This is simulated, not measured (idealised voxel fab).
The name of this process module is voxel transistor to metal.
It is cross-section cut that appears here, measuring 165 nm in width, its square cells being 5 nm in size.
Format of a cross-section: grid, square cells. Given as bands. Order: top down. Band: one or more rows of cells. Within each band entry, the heights of the top and of the bottom of the band appear first, in that order and in nm; the materials of the band then follow from left to right, each with its corresponding width in nm. The designation "everywhere" on a single material indicates that it fills the band from edge to edge; the designation "empty" indicates empty space. Heights are measured from 0, the level below which the as-received wafer is all one material; the lowest band has no bottom and continues downward, written as in "0 and below". Width spec "30..40" -> top row of cells at first value, bottom row at second value, equal per-row change in between. The designation "no modifications", where it is given for a processing step, indicates that no cell of the cross-section was altered in the course of that step. Listed in "Completely enclosed voids": every empty space of 8 or more cells without an open way to the top. Form: width x height at distance, the distance being from the left edge, all in nm. Note: text after step settings on the step line = simulator remark on that step. You can add "overlay nm" to a step's line. For a step with a mask, it describes how far the mask lay to the right of its planned position, and a negative number describes a lay to the left.
### Intended process steps
1 RECEIVE with material Si
2 OXIDIZE with depth nm 5
3 CONFORMAL_DEP with material SiN, thk nm 15
4 DIRECTIONAL_DEP with material aC, thk nm 10
5 PATTERN with tone cover, mask id ACTIVE, material resist, width nm 110, thk nm 25, overlay nm 0
6 DIRECTIONAL_ETCH with etch materials aC, depth nm 10
7 STRIP with etch materials resist
8 DIRECTIONAL_ETCH with etch materials SiN, depth nm 15
9 DIRECTIONAL_ETCH with etch materials SiO2, depth nm 5
10 DIRECTIONAL_ETCH with etch materials Si, depth nm 25
11 STRIP with etch materials aC
12 FILL_DEP with material SiO2, thk nm 5
13 CMP with height nm 15
14 SELECTIVE_ETCH with etch materials SiO2, depth nm 10
15 STRIP with etch materials SiN
16 SELECTIVE_ETCH with etch materials SiO2, depth nm 5
17 OXIDIZE with depth nm 5
18 DIRECTIONAL_DEP with material polySi, thk nm 30
19 DIRECTIONAL_DEP with material SiCN, thk nm 15
20 MASKED_ETCH with tone cover, mask id GATE, width nm 20, etch materials SiCN, depth nm 25, overlay nm 0
21 MASKED_ETCH with tone cover, mask id GATE, width nm 20, etch materials polySi, depth nm 40, overlay nm 0
22 CONFORMAL_DEP with material SiO2, thk nm 5
23 DIRECTIONAL_ETCH with etch materials SiO2, depth nm 5
24 CONFORMAL_DEP with material SiN, thk nm 5
25 DIRECTIONAL_ETCH with etch materials SiN, depth nm 10
26 DIRECTIONAL_ETCH with etch materials SiO2, depth nm 5
27 EPI with material pSi, thk nm 5
28 FILL_DEP with material SiO2, thk nm 5
29 CMP with height nm 40
30 DIRECTIONAL_DEP with material SiO2, thk nm 15
31 PATTERN with tone open, mask id CONTACT, material resist, width nm 20, pitch nm 80, thk nm 20, overlay nm 0
32 DIRECTIONAL_ETCH with etch materials SiO2, depth nm 60
33 STRIP with etch materials resist
34 CONFORMAL_DEP with material TiN, thk nm 5
35 FILL_DEP with material Ru, thk nm 5
36 CMP with height nm 55
37 DIRECTIONAL_DEP with material TiN, thk nm 5
38 DIRECTIONAL_DEP with material W, thk nm 15
39 PATTERN with tone cover, mask id METAL_1, material resist, width nm 20, pitch nm 80, thk nm 20, overlay nm 0
40 DIRECTIONAL_ETCH with etch materials W, depth nm 15
41 DIRECTIONAL_ETCH with etch materials TiN, depth nm 5
42 STRIP with etch materials resist
43 FILL_DEP with material SiO2, thk nm 10
44 CMP with height nm 75
45 CONFORMAL_DEP with material SiCN, thk nm 5
46 DIRECTIONAL_DEP with material lowk, thk nm 30
47 PATTERN with tone open, mask id METAL_2_HOLES, material resist, width nm 15, pitch nm 80, thk nm 15, overlay nm 0
48 DIRECTIONAL_ETCH with etch materials lowk, depth nm 30
49 STRIP with etch materials resist
50 DIRECTIONAL_DEP with material aC, thk nm 10
51 PATTERN with tone open, mask id METAL_2, material resist, width nm 20, pitch nm 80, thk nm 30, overlay nm 0
52 DIRECTIONAL_ETCH with etch materials aC, depth nm 10
53 STRIP with etch materials resist
54 DIRECTIONAL_ETCH with etch materials lowk, depth nm 15
55 DIRECTIONAL_ETCH with etch materials SiCN, depth nm 5
56 STRIP with etch materials aC
57 CONFORMAL_DEP with material TiN, thk nm 5
58 FILL_DEP with material Cu, thk nm 10
59 CMP with height nm 110
60 CONFORMAL_DEP with material SiN, thk nm 5
Be aware that, although all wafers share a common starting state, the thk nm at step 24 differs among them, and the plan displays the first wafer's value.
### Cut through the first of several wafers as received, post step 1
0 and below = Si everywhere
Completely enclosed voids: none
### Tabulated below, wafer by wafer, are the end-of-module results: for each material, the number of cells gained (+) or lost (-) relative to the as-received state, followed by the closed voids
thk nm 5; +16 Cu; +44 Ru; -110 Si; +39 SiCN; +49 SiN; +411 SiO2; +92 TiN; +24 W; +156 lowk; +14 pSi; +24 polySi; Completely enclosed voids: none
thk nm 10; +16 Cu; +42 Ru; -110 Si; +39 SiCN; +73 SiN; +395 SiO2; +92 TiN; +24 W; +156 lowk; +8 pSi; +24 polySi; Completely enclosed voids: none
thk nm 15; +16 Cu; +36 Ru; -110 Si; +39 SiCN; +114 SiN; +372 SiO2; +88 TiN; +24 W; +156 lowk; +24 polySi; Completely enclosed voids: none
thk nm 20; +16 Cu; +20 Ru; -110 Si; +39 SiCN; +151 SiN; +359 SiO2; +80 TiN; +24 W; +156 lowk; +24 polySi; Completely enclosed voids: none
thk nm 25; +16 Cu; +8 Ru; -110 Si; +39 SiCN; +180 SiN; +346 SiO2; +76 TiN; +24 W; +156 lowk; +24 polySi; Completely enclosed voids: none
